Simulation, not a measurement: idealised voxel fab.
The process module presented herein is designated voxel transistor to metal.
It is cross-section cut that appears here, measuring 140 nm in width, its square cells being 5 nm in size.
Cross-sections here: square-cell grids, written as top-down lists of bands, a band being one or more rows of cells.
Heights first: top, then bottom, in nm. Then materials, left to right, each with a width in nm. "edge to edge" on a single material: fills the band edge to edge. "air": empty space.
Heights are measured from 0, the level below which the as-received wafer is all one material; the lowest band has no bottom and continues downward, written as in "z 0 and below".
Graded width ("30..40"): value in top row of band = first number; value in bottom row = second number; row-to-row change constant.
"nothing altered" means the step left every cell of the cross-section as it was.
Empty spaces counting at least 8 cells and having no open way to the top are listed in "Closed cavity list". The notation width x height at distance is used for each, the distance being from the left edge and all three values in nm.
Formally, on a step line, whatever follows the settings is a remark that the simulator itself makes on the step.
When a step includes a mask, the "overlay nm" setting on its line states how far to the right of its planned place that mask lay, and negative values state how far to the left.

[Steps planned for the process]
1,RECEIVE with material Si
2,CONFORMAL_DEP with material SiO2, thk nm 5
3,CONFORMAL_DEP with material SiN, thk nm 10
4,MASKED_ETCH with tone cover, mask id ACTIVE, width nm 110, etch materials SiN, depth nm 10, overlay nm 0
5,MASKED_ETCH with tone cover, mask id ACTIVE, width nm 110, etch materials SiO2, depth nm 5, overlay nm 0
6,MASKED_ETCH with tone cover, mask id ACTIVE, width nm 110, etch materials Si, depth nm 25, overlay nm 0
7,FILL_DEP with material SiO2, thk nm 10
8,CMP with height nm 15
9,SELECTIVE_ETCH with etch materials SiO2, depth nm 5
10,STRIP with etch materials SiN
11,SELECTIVE_ETCH with etch materials SiO2, depth nm 5
12,OXIDIZE with depth nm 5
13,DIRECTIONAL_DEP with material polySi, thk nm 20
14,DIRECTIONAL_DEP with material SiCN, thk nm 15
15,PATTERN with tone cover, mask id GATE, material resist, width nm 20, thk nm 15, overlay nm 0
16,DIRECTIONAL_ETCH with etch materials SiCN, depth nm 25
17,DIRECTIONAL_ETCH with etch materials polySi, depth nm 30
18,STRIP with etch materials resist
19,CONFORMAL_DEP with material SiN, thk nm 5
20,DIRECTIONAL_ETCH with etch materials SiN, depth nm 5
21,DIRECTIONAL_ETCH with etch materials SiO2, depth nm 5
22,DIRECTIONAL_ETCH with etch materials Si, depth nm 5
23,EPI with material pSi, thk nm 5
24,FILL_DEP with material SiO2, thk nm 10
25,CMP with height nm 35
26,DIRECTIONAL_DEP with material SiO2, thk nm 10
27,DIRECTIONAL_DEP with material aC, thk nm 15
28,PATTERN with tone open, mask id CONTACT, material resist, width nm 30, pitch nm 60, thk nm 35, overlay nm 0
29,DIRECTIONAL_ETCH with etch materials aC, depth nm 15
30,STRIP with etch materials resist
31,DIRECTIONAL_ETCH with etch materials SiO2, depth nm 50
32,STRIP with etch materials aC
33,CONFORMAL_DEP with material TiN, thk nm 5
34,FILL_DEP with material W, thk nm 5
35,CMP with height nm 45
36,DIRECTIONAL_DEP with material TiN, thk nm 5
37,DIRECTIONAL_DEP with material W, thk nm 20
38,MASKED_ETCH with tone cover, mask id METAL_1, width nm 15, pitch nm 75, etch materials W, depth nm 20, overlay nm 0
39,MASKED_ETCH with tone cover, mask id METAL_1, width nm 15, pitch nm 75, etch materials TiN, depth nm 5, overlay nm 0
40,CONFORMAL_DEP with material SiN, thk nm 5
41,FILL_DEP with material SiO2, thk nm 5
42,CMP with height nm 70
43,CONFORMAL_DEP with material SiCN, thk nm 5

[as received, after step 1]
    z 0 and below | Si edge to edge
    Closed cavity list: none

[Result of the module, cross-sectioned: start per above, plan per above, one error in how it was run]
    z 75 to 70 | SiCN edge to edge
    z 70 to 50 | SiO2 20, then SiN 5, then W 15, then SiN 5, then SiO2 50, then SiN 5, then W 15, then SiN 5, then SiO2 20
    z 50 to 45 | SiN 25, then TiN 15, then SiN 60, then TiN 15, then SiN 25
    z 45 to 35 | SiO2 25, then TiN 5, then W 20, then TiN 5, then SiO2 30, then TiN 5..15, then W 20..10, then TiN 5, then SiO2 25
    z 35 to 20 | SiO2 25, then TiN 5, then W 20, then TiN 5, then SiO2 10, then SiN 5, then SiCN 20, then SiN 5, then TiN 5, then W 10, then TiN 5, then SiO2 25
    z 20 to 5 | SiO2 25, then TiN 5, then W 20, then TiN 5, then SiO2 10, then SiN 5, then polySi 20, then SiN 5, then TiN 5, then W 10, then TiN 5, then SiO2 25
    z 5 to 0 | SiO2 10, then SiN 5, then SiO2 10, then TiN 5, then W 20, then TiN 5, then SiO2 10, then SiN 5, then polySi 20, then SiN 5, then TiN 10, then W 5, then TiN 5, then SiO2 10, then SiN 5, then SiO2 10
    z 0 to -5 | SiO2 25, then TiN 30, then SiO2 5, then pSi 5, then SiO2 30, then pSi 5, then TiN 15, then SiO2 25
    z -5 to -10 | SiO2 15, then pSi 50, then Si 30, then pSi 30, then SiO2 15
    z -10 to -25 | SiO2 15, then Si 110, then SiO2 15
    z -25 and below | Si edge to edge
    Closed cavity list: none
Short version of what went wrong: in deviation from the planned setting, step 15 was conducted as PATTERN with tone cover, mask id GATE, material resist, width nm 20, thk nm 15, overlay nm 10
